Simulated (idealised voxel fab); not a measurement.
process module | voxel transistor to metal
cross-section cut | 175 nm wide | cells 5 nm
A cross-section is a grid of square cells, given in bands from the top down. A band is one or more rows of cells.
Each band's line starts with the height of the band's top and of its bottom, in nm. Then come its materials from left to right, each with its width in nm. One material with "throughout" fills the band from edge to edge. "air" is empty space.
Height 0 is the level under which the wafer as received is all one material. The lowest band goes on downwards, as in "0 down".
A width such as "30 to 40" changes by the same amount from each row of cells to the next, from the band's top row to its bottom row.
"no change" after a step means that no cell of the cross-section changed.
closed voids: empty space of 8 cells or more with no open way to the top, each as width x height at its distance from the left edge, in nm
after a step's settings: what the simulator itself notes on the step
overlay nm, on a step with a mask: how far to the right of its planned place the mask lay; to the left if negative
plan
1 op RECEIVE | material Si
2 op OXIDIZE | depth nm 5
3 op CONFORMAL_DEP | material SiN | thk nm 10
4 op DIRECTIONAL_DEP | material aC | thk nm 15
5 op PATTERN | tone cover | mask id ACTIVE | material resist | width nm 115 | thk nm 35 | overlay nm 0
6 op DIRECTIONAL_ETCH | etch materials aC | depth nm 15
7 op STRIP | etch materials resist
8 op DIRECTIONAL_ETCH | etch materials SiN | depth nm 10
9 op DIRECTIONAL_ETCH | etch materials SiO2 | depth nm 5
10 op DIRECTIONAL_ETCH | etch materials Si | depth nm 20
11 op STRIP | etch materials aC
12 op OXIDIZE | depth nm 5
13 op FILL_DEP | material SiO2 | thk nm 5
14 op CMP | height nm 10
15 op SELECTIVE_ETCH | etch materials SiO2 | depth nm 10
16 op STRIP | etch materials SiN
17 op SELECTIVE_ETCH | etch materials SiO2 | depth nm 5
18 op OXIDIZE | depth nm 5
19 op DIRECTIONAL_DEP | material polySi | thk nm 30
20 op DIRECTIONAL_DEP | material SiCN | thk nm 10
21 op PATTERN | tone cover | mask id GATE | material resist | width nm 25 | thk nm 15 | overlay nm 0
22 op DIRECTIONAL_ETCH | etch materials SiCN | depth nm 20
23 op DIRECTIONAL_ETCH | etch materials polySi | depth nm 40
24 op STRIP | etch materials resist
25 op CONFORMAL_DEP | material SiO2 | thk nm 5
26 op DIRECTIONAL_ETCH | etch materials SiO2 | depth nm 5
27 op CONFORMAL_DEP | material SiN | thk nm 10
28 op DIRECTIONAL_ETCH | etch materials SiN | depth nm 10
29 op DIRECTIONAL_ETCH | etch materials SiO2 | depth nm 5
30 op DIRECTIONAL_ETCH | etch materials Si | depth nm 5
31 op EPI | material pSi | thk nm 5
32 op FILL_DEP | material SiO2 | thk nm 5
33 op CMP | height nm 25
34 op STRIP | etch materials polySi
35 op SELECTIVE_ETCH | etch materials SiO2 | depth nm 5
36 op CONFORMAL_DEP | material HfO2 | thk nm 5
37 op CONFORMAL_DEP | material TiN | thk nm 5
38 op FILL_DEP | material W | thk nm 5
39 op CMP | height nm 20
40 op DIRECTIONAL_DEP | material SiO2 | thk nm 10
41 op MASKED_ETCH | tone open | mask id CONTACT | width nm 20 | pitch nm 75 | etch materials SiO2 | depth nm 40 | overlay nm 0
42 op CONFORMAL_DEP | material TiN | thk nm 5
43 op FILL_DEP | material W | thk nm 5
44 op CMP | height nm 30
45 op CONFORMAL_DEP | material SiCN | thk nm 5
46 op DIRECTIONAL_DEP | material lowk | thk nm 25
47 op PATTERN | tone open | mask id METAL_1 | material resist | width nm 20 | pitch nm 75 | thk nm 20 | overlay nm 0
48 op DIRECTIONAL_ETCH | etch materials lowk | depth nm 25
49 op DIRECTIONAL_ETCH | etch materials SiCN | depth nm 5
50 op STRIP | etch materials resist
51 op CONFORMAL_DEP | material TiN | thk nm 5
52 op FILL_DEP | material W | thk nm 5
53 op CMP | height nm 60
54 op EPI | material Ru | thk nm 5
55 op FILL_DEP | material SiCN | thk nm 5
56 op DIRECTIONAL_DEP | material lowk | thk nm 25
57 op PATTERN | tone open | mask id METAL_2 | material resist | width nm 20 | pitch nm 75 | thk nm 15 | overlay nm 0
58 op DIRECTIONAL_ETCH | etch materials lowk | depth nm 15
59 op STRIP | etch materials resist
60 op PATTERN | tone open | mask id METAL_2_HOLES | material resist | width nm 15 | pitch nm 75 | thk nm 15 | overlay nm 0
61 op DIRECTIONAL_ETCH | etch materials lowk | depth nm 10
62 op DIRECTIONAL_ETCH | etch materials SiCN | depth nm 5
63 op STRIP | etch materials resist
64 op CONFORMAL_DEP | material TiN | thk nm 5
65 op FILL_DEP | material Cu | thk nm 5
66 op CMP | height nm 95
67 op CONFORMAL_DEP | material SiN | thk nm 5
as received, after step 1
  0 down: Si throughout
  closed voids: none
a wafer at the end: this start, this plan, one mistake
  100 to 95: SiN throughout
  95 to 85: lowk 40 | TiN 5 | Cu 10 | TiN 5 | lowk 55 | TiN 5 | Cu 10 | TiN 5 | lowk 40
  85 to 80: lowk 40 | TiN 5 | Cu 5 | TiN 10 | lowk 55 | TiN 5 | Cu 5 | TiN 10 | lowk 40
  80 to 70: lowk 40 | TiN 5 | Cu 5 | TiN 5 | lowk 60 | TiN 5 | Cu 5 | TiN 5 | lowk 45
  70 to 65: SiCN 40 | TiN 15 | SiCN 60 | TiN 15 | SiCN 45
  65 to 60: SiCN 35 | Ru 30 | SiCN 45 | Ru 30 | SiCN 35
  60 to 35: lowk 40 | TiN 5 | W 10 | TiN 5 | lowk 55 | TiN 5 | W 10 | TiN 5 | lowk 40
  35 to 30: SiCN 40 | TiN 20 | SiCN 55 | TiN 20 | SiCN 40
  30 to 20: SiO2 40 | TiN 5 | W 10 | TiN 5 | SiO2 55 | TiN 5 | W 10 | TiN 5 | SiO2 40
  20 to 0: SiO2 40 | TiN 5 | W 10 | TiN 5 | SiN 10 | TiN 5 | HfO2 5 | W 15 | HfO2 5 | TiN 5 | SiN 10 | TiN 5 | W 10 | TiN 5 | SiO2 40
  0 to -5: SiO2 40 | TiN 5 | W 5 | TiN 10 | SiN 10 | TiN 5 | HfO2 25 | TiN 5 | SiN 10 | TiN 10 | W 5 | TiN 5 | SiO2 40
  -5 to -10: SiO2 40 | TiN 15 | pSi 5 | SiO2 10 | TiN 35 | SiO2 10 | pSi 5 | TiN 15 | SiO2 40
  -10 to -15: SiO2 35 | pSi 25 | Si 55 | pSi 25 | SiO2 35
  -15 to -30: SiO2 35 | Si 105 | SiO2 35
  -30 down: Si throughout
  closed voids: none
what went wrong: steps 36 and 37 were swapped
